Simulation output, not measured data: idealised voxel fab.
Documented hereafter: the process module known as voxel transistor to metal.
For reference, the cross-section in this document is cut, with width 185 nm and square cells of 5 nm.
A cross-section in this document is a grid of square cells, and it is written down as bands, the top band listed before the ones below it; a band is made up of one or more rows of cells. Look at the band entry: it leads with the top's height and the bottom's height in nm. Then it lists the materials left to right, with a width in nm for each. The word "all across" on a single material says that material fills the band edge to edge. The word "blank" is empty space. Heights are measured from 0, the level below which the as-received wafer is all one material; the lowest band has no bottom and continues downward, written as in "0 nm and below". The expression "30->40" gives the width at the extremes of the band, the first number at its top row of cells and the second at its bottom row, with the width changing by equal amounts from each row to the next in between. Key: "no change occurred" - step with no changed cell in the cross-section. Completely sealed voids: empty space of 8 cells or more with no open way to the top, each as width x height at its distance from the left edge, in nm. Formally, on a step line, whatever follows the settings is a remark that the simulator itself makes on the step. Among the settings permitted on a step's line is "overlay nm"; applied to a step with a mask, it specifies the extent to which the mask lay to the right of its planned position, whereas a negative figure signifies a position to the left.

# The steps planned for the process are as follows
step 1: RECEIVE | material Si
step 2: CONFORMAL_DEP | material SiO2 | thk nm 5
step 3: CONFORMAL_DEP | material SiN | thk nm 10
step 4: MASKED_ETCH | tone cover | mask id ACTIVE | width nm 105 | etch materials SiN | depth nm 10 | overlay nm 0
step 5: MASKED_ETCH | tone cover | mask id ACTIVE | width nm 105 | etch materials SiO2 | depth nm 5 | overlay nm 0
step 6: MASKED_ETCH | tone cover | mask id ACTIVE | width nm 105 | etch materials Si | depth nm 20 | overlay nm 0
step 7: OXIDIZE | depth nm 5
step 8: FILL_DEP | material SiO2 | thk nm 5
step 9: CMP | height nm 15
step 10: SELECTIVE_ETCH | etch materials SiO2 | depth nm 10
step 11: STRIP | etch materials SiN
step 12: SELECTIVE_ETCH | etch materials SiO2 | depth nm 5
step 13: OXIDIZE | depth nm 5
step 14: DIRECTIONAL_DEP | material polySi | thk nm 25
step 15: DIRECTIONAL_DEP | material SiCN | thk nm 15
step 16: DIRECTIONAL_DEP | material aC | thk nm 10
step 17: PATTERN | tone cover | mask id GATE | material resist | width nm 15 | thk nm 30 | overlay nm 0
step 18: DIRECTIONAL_ETCH | etch materials aC | depth nm 10
step 19: STRIP | etch materials resist
step 20: DIRECTIONAL_ETCH | etch materials SiCN | depth nm 25
step 21: DIRECTIONAL_ETCH | etch materials polySi | depth nm 35
step 22: STRIP | etch materials aC
step 23: CONFORMAL_DEP | material SiO2 | thk nm 5
step 24: DIRECTIONAL_ETCH | etch materials SiO2 | depth nm 5
step 25: CONFORMAL_DEP | material SiN | thk nm 5
step 26: DIRECTIONAL_ETCH | etch materials SiN | depth nm 5
step 27: DIRECTIONAL_ETCH | etch materials SiO2 | depth nm 5
step 28: DIRECTIONAL_ETCH | etch materials Si | depth nm 5
step 29: EPI | material pSi | thk nm 10
step 30: FILL_DEP | material SiO2 | thk nm 10
step 31: CMP | height nm 40
step 32: DIRECTIONAL_DEP | material SiO2 | thk nm 10
step 33: PATTERN | tone open | mask id CONTACT | material resist | width nm 20 | pitch nm 75 | thk nm 15 | overlay nm 0
step 34: DIRECTIONAL_ETCH | etch materials SiO2 | depth nm 50
step 35: STRIP | etch materials resist
step 36: CONFORMAL_DEP | material TiN | thk nm 5
step 37: FILL_DEP | material W | thk nm 10
step 38: CMP | height nm 50
step 39: DIRECTIONAL_DEP | material TiN | thk nm 5
step 40: DIRECTIONAL_DEP | material Ru | thk nm 25
step 41: DIRECTIONAL_DEP | material aC | thk nm 10
step 42: PATTERN | tone cover | mask id METAL_1 | material resist | width nm 20 | pitch nm 75 | thk nm 30 | overlay nm 0
step 43: DIRECTIONAL_ETCH | etch materials aC | depth nm 10
step 44: STRIP | etch materials resist
step 45: DIRECTIONAL_ETCH | etch materials Ru | depth nm 25
step 46: DIRECTIONAL_ETCH | etch materials TiN | depth nm 5
step 47: STRIP | etch materials aC
step 48: CONFORMAL_DEP | material SiN | thk nm 5
step 49: FILL_DEP | material lowk | thk nm 5
step 50: CMP | height nm 80
step 51: CONFORMAL_DEP | material SiCN | thk nm 5

# As-received wafer cross-section (after step 1)
	0 nm and below: Si all across
	Completely sealed voids: none

# End-of-module cross-section. Starting structure and process plan as above; one mistake made in running it
	85 nm to 80 nm: SiCN all across
	80 nm to 55 nm: lowk 40 nm  SiN 5 nm  Ru 20 nm  SiN 5 nm  lowk 45 nm  SiN 5 nm  Ru 20 nm  SiN 5 nm  lowk 40 nm
	55 nm to 50 nm: SiN 45 nm  TiN 20 nm  SiN 55 nm  TiN 20 nm  SiN 45 nm
	50 nm to 40 nm: SiO2 45 nm  TiN 5 nm  W 10 nm  TiN 5 nm  SiO2 55 nm  TiN 5 nm  W 10 nm  TiN 5 nm  SiO2 45 nm
	40 nm to 25 nm: SiO2 45 nm  TiN 5 nm  W 10 nm  TiN 5 nm  SiO2 15 nm  SiN 5 nm  SiO2 5 nm  SiCN 15 nm  SiO2 5 nm  SiN 5 nm  SiO2 5 nm  TiN 5 nm  W 10 nm  TiN 5 nm  SiO2 45 nm
	25 nm to 10 nm: SiO2 45 nm  TiN 5 nm  W 10 nm  TiN 5 nm  SiO2 15 nm  SiN 5 nm  SiO2 5 nm  polySi 15 nm  SiO2 5 nm  SiN 5 nm  SiO2 5 nm  TiN 5 nm  W 10 nm  TiN 5 nm  SiO2 45 nm
	10 nm to 5 nm: SiO2 45 nm  TiN 5 nm  W 10 nm  TiN 5 nm  SiO2 15 nm  SiN 5 nm  SiO2 5 nm  polySi 15 nm  SiO2 5 nm  SiN 5 nm  SiO2 5 nm  TiN 10 nm  W 5 nm  TiN 5 nm  SiO2 45 nm
	5 nm to 0 nm: SiO2 45 nm  TiN 20 nm  SiO2 5 nm  pSi 10 nm  SiN 5 nm  SiO2 5 nm  polySi 15 nm  SiO2 5 nm  SiN 5 nm  pSi 10 nm  TiN 15 nm  SiO2 45 nm
	0 nm to -5 nm: SiO2 40 nm  pSi 40 nm  SiO2 35 nm  pSi 30 nm  SiO2 40 nm
	-5 nm to -10 nm: SiO2 45 nm  pSi 35 nm  Si 35 nm  pSi 25 nm  SiO2 45 nm
	-10 nm to -25 nm: SiO2 45 nm  Si 95 nm  SiO2 45 nm
	-25 nm and below: Si all across
	Completely sealed voids: none
Want to know what went wrong? step 17 deviated from plan and actually ran as PATTERN | tone cover | mask id GATE | material resist | width nm 15 | thk nm 30 | overlay nm 5
